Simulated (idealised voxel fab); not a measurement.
You're looking at the process module voxel air gaps.
This is section cut - it's 165 nm across, gridded in 5 nm square cells.
Cross-section spec: square-cell grid; bands listed top down; each band is one or more rows. First you get the band's top height and its bottom height, in nm, and then the materials it's made of, left to right, with each width in nm. If you see a single material with "edge to edge", that one covers the band edge to edge. "empty" is empty space. Ref level 0: as-received wafer is one material below here. Bottom band extends down with no lower bound ("0 down"). A width given as "30->40" starts at the first number in the band's top row and ends at the second number in its bottom row, shifting by an equal amount at every step from row to row. Take "same as before" at face value: in the step it is given for, the cross-section changed in none of its cells. You'll see "Sealed cavities" listing empty spaces that have no way open to the top, as long as they're 8 cells or more; the notation is width x height at distance, where the distance is from the left edge, and all of it is in nm. Past the settings on a step's line: simulator remark, on that step. overlay nm: for a step with a mask, the amount by which the mask lay right of where it was planned; a negative amount means left of it.
**Steps in the process plan**
- 1: RECEIVE with material Si
- 2: CONFORMAL_DEP with material SiO2, thk nm 15
- 3: CONFORMAL_DEP with material SiCN, thk nm 5
- 4: DIRECTIONAL_DEP with material SiO2, thk nm 35
- 5: MASKED_ETCH with tone open, mask id LINES, width nm 20, pitch nm 45, etch materials SiO2, depth nm 35, overlay nm 0
- 6: CONFORMAL_DEP with material TiN, thk nm 5
- 7: FILL_DEP with material Cu, thk nm 5
- 8: CMP with height nm 55
- 9: EPI with material Ru, thk nm 10
- 10: SELECTIVE_ETCH with etch materials SiO2, depth nm 45
- 11: CONFORMAL_DEP with material SiCN, thk nm 5
**The following pertains to the first of two wafers, which was processed as planned**
**Cross-sectional view of the wafer in its as-received condition, corresponding to the state after step 1**
* 0 down = Si edge to edge
* Sealed cavities: none
**Presented here is a cross-section of the wafer after step 2 has been performed**
* 15 to 0 = SiO2 edge to edge
* Below 0, the layers are the same as they were.
**Presented here is a cross-section of the wafer after step 3 has been performed**
* 20 to 15 = SiCN edge to edge
* Below 15, the layers are the same as they were.
**Presented here is a cross-section of the wafer after step 4 has been performed**
* 55 to 20 = SiO2 edge to edge
* Below 20, the layers are the same as they were.
**Presented here is a cross-section of the wafer after step 5 has been performed**
* 55 to 20 = SiO2 25, then empty 20, then SiO2 25, then empty 20, then SiO2 25, then empty 20, then SiO2 30
* Below 20, the layers are the same as they were.
**Presented here is a cross-section of the wafer after step 6 has been performed**
* 60 to 55 = TiN 30, then empty 10, then TiN 35, then empty 10, then TiN 35, then empty 10, then TiN 35
* 55 to 25 = SiO2 25, then TiN 5, then empty 10, then TiN 5, then SiO2 25, then TiN 5, then empty 10, then TiN 5, then SiO2 25, then TiN 5, then empty 10, then TiN 5, then SiO2 30
* 25 to 20 = SiO2 25, then TiN 20, then SiO2 25, then TiN 20, then SiO2 25, then TiN 20, then SiO2 30
* Below 20, the layers are the same as they were.
**Presented here is a cross-section of the wafer after step 7 has been performed**
* 65 to 60 = Cu edge to edge
* 60 to 55 = TiN 30, then Cu 10, then TiN 35, then Cu 10, then TiN 35, then Cu 10, then TiN 35
* 55 to 25 = SiO2 25, then TiN 5, then Cu 10, then TiN 5, then SiO2 25, then TiN 5, then Cu 10, then TiN 5, then SiO2 25, then TiN 5, then Cu 10, then TiN 5, then SiO2 30
* Below 25, the layers are the same as they were.
**Presented here is a cross-section of the wafer after step 8 has been performed**
* 55 to 25 = SiO2 25, then TiN 5, then Cu 10, then TiN 5, then SiO2 25, then TiN 5, then Cu 10, then TiN 5, then SiO2 25, then TiN 5, then Cu 10, then TiN 5, then SiO2 30
* Below 25, the layers are the same as they were.
**Presented here is a cross-section of the wafer after step 9 has been performed**
* 65 to 55 = empty 15, then Ru 40, then empty 5, then Ru 40, then empty 5, then Ru 40, then empty 20
* Below 55, the layers are the same as they were.
**Presented here is a cross-section of the wafer after step 10 has been performed**
* 65 to 55 = empty 15, then Ru 40, then empty 5, then Ru 40, then empty 5, then Ru 40, then empty 20
* 55 to 25 = empty 25, then TiN 5, then Cu 10, then TiN 5, then empty 25, then TiN 5, then Cu 10, then TiN 5, then empty 25, then TiN 5, then Cu 10, then TiN 5, then empty 30
* 25 to 20 = empty 25, then TiN 20, then empty 25, then TiN 20, then empty 25, then TiN 20, then empty 30
* Below 20, the layers are the same as they were.
**Presented here is a cross-section of the wafer after step 11 has been performed**
* 70 to 65 = empty 10, then SiCN 140, then empty 15
* 65 to 55 = empty 10, then SiCN 5, then Ru 40, then SiCN 5, then Ru 40, then SiCN 5, then Ru 40, then SiCN 5, then empty 15
* 55 to 50 = empty 10, then SiCN 15, then TiN 5, then Cu 10, then TiN 5, then SiCN 25, then TiN 5, then Cu 10, then TiN 5, then SiCN 25, then TiN 5, then Cu 10, then TiN 5, then SiCN 15, then empty 15
* 50 to 25 = empty 20, then SiCN 5, then TiN 5, then Cu 10, then TiN 5, then SiCN 5, then empty 15, then SiCN 5, then TiN 5, then Cu 10, then TiN 5, then SiCN 5, then empty 15, then SiCN 5, then TiN 5, then Cu 10, then TiN 5, then SiCN 5, then empty 25
* 25 to 20 = SiCN 25, then TiN 20, then SiCN 25, then TiN 20, then SiCN 25, then TiN 20, then SiCN 30
* Below 20, the layers are the same as they were.
* Sealed cavities: 15 x 25 at 50; 15 x 25 at 95
**Second of two: same start, same plan, one run error; steps up to and including 4 match the first**
**Second wafer shown in cross-section at the time step 5 was slated to end**
* 55 to 20 = SiO2 30, then empty 15, then SiO2 30, then empty 15, then SiO2 30, then empty 15, then SiO2 30
* Below 20, the layers are the same as they were.
**Second wafer shown in cross-section at the time step 6 was slated to end**
* 60 to 55 = TiN 35, then empty 5, then TiN 40, then empty 5, then TiN 40, then empty 5, then TiN 35
* 55 to 25 = SiO2 30, then TiN 5, then empty 5, then TiN 5, then SiO2 30, then TiN 5, then empty 5, then TiN 5, then SiO2 30, then TiN 5, then empty 5, then TiN 5, then SiO2 30
* 25 to 20 = SiO2 30, then TiN 15, then SiO2 30, then TiN 15, then SiO2 30, then TiN 15, then SiO2 30
* Below 20, the layers are the same as they were.
**Second wafer shown in cross-section at the time step 7 was slated to end**
* 65 to 60 = Cu edge to edge
* 60 to 55 = TiN 35, then Cu 5, then TiN 40, then Cu 5, then TiN 40, then Cu 5, then TiN 35
* 55 to 25 = SiO2 30, then TiN 5, then Cu 5, then TiN 5, then SiO2 30, then TiN 5, then Cu 5, then TiN 5, then SiO2 30, then TiN 5, then Cu 5, then TiN 5, then SiO2 30
* Below 25, the layers are the same as they were.
**Second wafer shown in cross-section at the time step 8 was slated to end**
* 55 to 25 = SiO2 30, then TiN 5, then Cu 5, then TiN 5, then SiO2 30, then TiN 5, then Cu 5, then TiN 5, then SiO2 30, then TiN 5, then Cu 5, then TiN 5, then SiO2 30
* Below 25, the layers are the same as they were.
**Second wafer shown in cross-section at the time step 9 was slated to end**
* 65 to 55 = empty 20, then Ru 35, then empty 10, then Ru 35, then empty 10, then Ru 35, then empty 20
* Below 55, the layers are the same as they were.
**Second wafer shown in cross-section at the time step 10 was slated to end**
* 65 to 55 = empty 20, then Ru 35, then empty 10, then Ru 35, then empty 10, then Ru 35, then empty 20
* 55 to 25 = empty 30, then TiN 5, then Cu 5, then TiN 5, then empty 30, then TiN 5, then Cu 5, then TiN 5, then empty 30, then TiN 5, then Cu 5, then TiN 5, then empty 30
* 25 to 20 = empty 30, then TiN 15, then empty 30, then TiN 15, then empty 30, then TiN 15, then empty 30
* Below 20, the layers are the same as they were.
**Second wafer shown in cross-section at the time step 11 was slated to end**
* 70 to 65 = empty 15, then SiCN 135, then empty 15
* 65 to 55 = empty 15, then SiCN 5, then Ru 35, then SiCN 10, then Ru 35, then SiCN 10, then Ru 35, then SiCN 5, then empty 15
* 55 to 50 = empty 15, then SiCN 15, then TiN 5, then Cu 5, then TiN 5, then SiCN 30, then TiN 5, then Cu 5, then TiN 5, then SiCN 30, then TiN 5, then Cu 5, then TiN 5, then SiCN 15, then empty 15
* 50 to 25 = empty 25, then SiCN 5, then TiN 5, then Cu 5, then TiN 5, then SiCN 5, then empty 20, then SiCN 5, then TiN 5, then Cu 5, then TiN 5, then SiCN 5, then empty 20, then SiCN 5, then TiN 5, then Cu 5, then TiN 5, then SiCN 5, then empty 25
* 25 to 20 = SiCN 30, then TiN 15, then SiCN 30, then TiN 15, then SiCN 30, then TiN 15, then SiCN 30
* Below 20, the layers are the same as they were.
* Sealed cavities: 20 x 25 at 50; 20 x 25 at 95
Finding, execution versus plan: so step 5 ended up running with a different setting than we planned, it ran as MASKED_ETCH with tone open, mask id LINES, width nm 15, pitch nm 45, etch materials SiO2, depth nm 35, overlay nm 0
The second wafer ends with more or fewer cells of some materials than the first, per final count: Cu -18, Ru -6, SiCN +8, TiN -3
